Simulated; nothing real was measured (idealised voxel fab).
process module | voxel air gaps
cross-section cut | 220 nm wide | cells 5 nm
A cross-section is a grid of square cells, given in bands from the top down. A band is one or more rows of cells.
Each band's line starts with the height of the band's top and of its bottom, in nm. Then come its materials from left to right, each with its width in nm. One material with "throughout" fills the band from edge to edge. "air" is empty space.
Height 0 is the level under which the wafer as received is all one material. The lowest band goes on downwards, as in "0 down".
A width such as "30 to 40" changes by the same amount from each row of cells to the next, from the band's top row to its bottom row.
"no change" after a step means that no cell of the cross-section changed.
closed voids: empty space of 8 cells or more with no open way to the top, each as width x height at its distance from the left edge, in nm
after a step's settings: what the simulator itself notes on the step
overlay nm, on a step with a mask: how far to the right of its planned place the mask lay; to the left if negative
plan
1 op RECEIVE | material Si
2 op CONFORMAL_DEP | material SiO2 | thk nm 10
3 op CONFORMAL_DEP | material SiCN | thk nm 5
4 op DIRECTIONAL_DEP | material SiO2 | thk nm 20
5 op PATTERN | tone open | mask id LINES | material resist | width nm 25 | pitch nm 50 | thk nm 15 | overlay nm 0
6 op DIRECTIONAL_ETCH | etch materials SiO2 | depth nm 30
7 op STRIP | etch materials resist
8 op CONFORMAL_DEP | material TiN | thk nm 5
9 op FILL_DEP | material Ru | thk nm 5
10 op CMP | height nm 45
11 op EPI | material Ru | thk nm 10
12 op SELECTIVE_ETCH | etch materials SiO2 | depth nm 40
13 op CONFORMAL_DEP | material SiCN | thk nm 5
varied across the wafers: thk nm of step 4. The plan shows the first wafer's value. All wafers start alike
first wafer as received, after step 1
  0 down: Si throughout
  closed voids: none
first wafer at the end, after step 13
  60 to 55: SiCN throughout
  55 to 40: Ru throughout
  40 to 35: TiN 25 | Ru 15 | TiN 35 | Ru 15 | TiN 35 | Ru 15 | TiN 35 | Ru 15 | TiN 30
  35 to 20: SiO2 20 | TiN 5 | Ru 15 | TiN 5 | SiO2 25 | TiN 5 | Ru 15 | TiN 5 | SiO2 25 | TiN 5 | Ru 15 | TiN 5 | SiO2 25 | TiN 5 | Ru 15 | TiN 5 | SiO2 25
  20 to 15: SiO2 20 | TiN 25 | SiO2 25 | TiN 25 | SiO2 25 | TiN 25 | SiO2 25 | TiN 25 | SiO2 25
  15 to 10: SiCN throughout
  10 to 0: SiO2 throughout
  0 down: Si throughout
  closed voids: none
last wafer at the end
  60 to 55: air 5 | SiCN 205 | air 10
  55 to 45: air 5 | SiCN 5 | Ru 45 | SiCN 5 | Ru 45 | SiCN 5 | Ru 45 | SiCN 5 | Ru 45 | SiCN 5 | air 10
  45 to 40: air 5 | SiCN 15 | TiN 5 | Ru 15 | TiN 5 | SiCN 25 | TiN 5 | Ru 15 | TiN 5 | SiCN 25 | TiN 5 | Ru 15 | TiN 5 | SiCN 25 | TiN 5 | Ru 15 | TiN 5 | SiCN 15 | air 10
  40 to 20: air 15 | SiCN 5 | TiN 5 | Ru 15 | TiN 5 | SiCN 5 | air 15 | SiCN 5 | TiN 5 | Ru 15 | TiN 5 | SiCN 5 | air 15 | SiCN 5 | TiN 5 | Ru 15 | TiN 5 | SiCN 5 | air 15 | SiCN 5 | TiN 5 | Ru 15 | TiN 5 | SiCN 5 | air 20
  20 to 15: SiCN 20 | TiN 25 | SiCN 25 | TiN 25 | SiCN 25 | TiN 25 | SiCN 25 | TiN 25 | SiCN 25
  15 to 10: SiCN throughout
  10 to 0: SiO2 throughout
  0 down: Si throughout
  closed voids: 15 x 20 at 50; 15 x 20 at 100; 15 x 20 at 150
each wafer at the end: cells of each material gained (+) or lost (-) since it was received, then its closed voids
thk nm 20 | +180 Ru | +88 SiCN | +184 SiO2 | +76 TiN | closed voids: none
thk nm 25 | +148 Ru | +88 SiCN | +208 SiO2 | +84 TiN | closed voids: none
thk nm 30 | +132 Ru | +172 SiCN | +88 SiO2 | +60 TiN | closed voids: 15 x 20 at 50; 15 x 20 at 100; 15 x 20 at 150
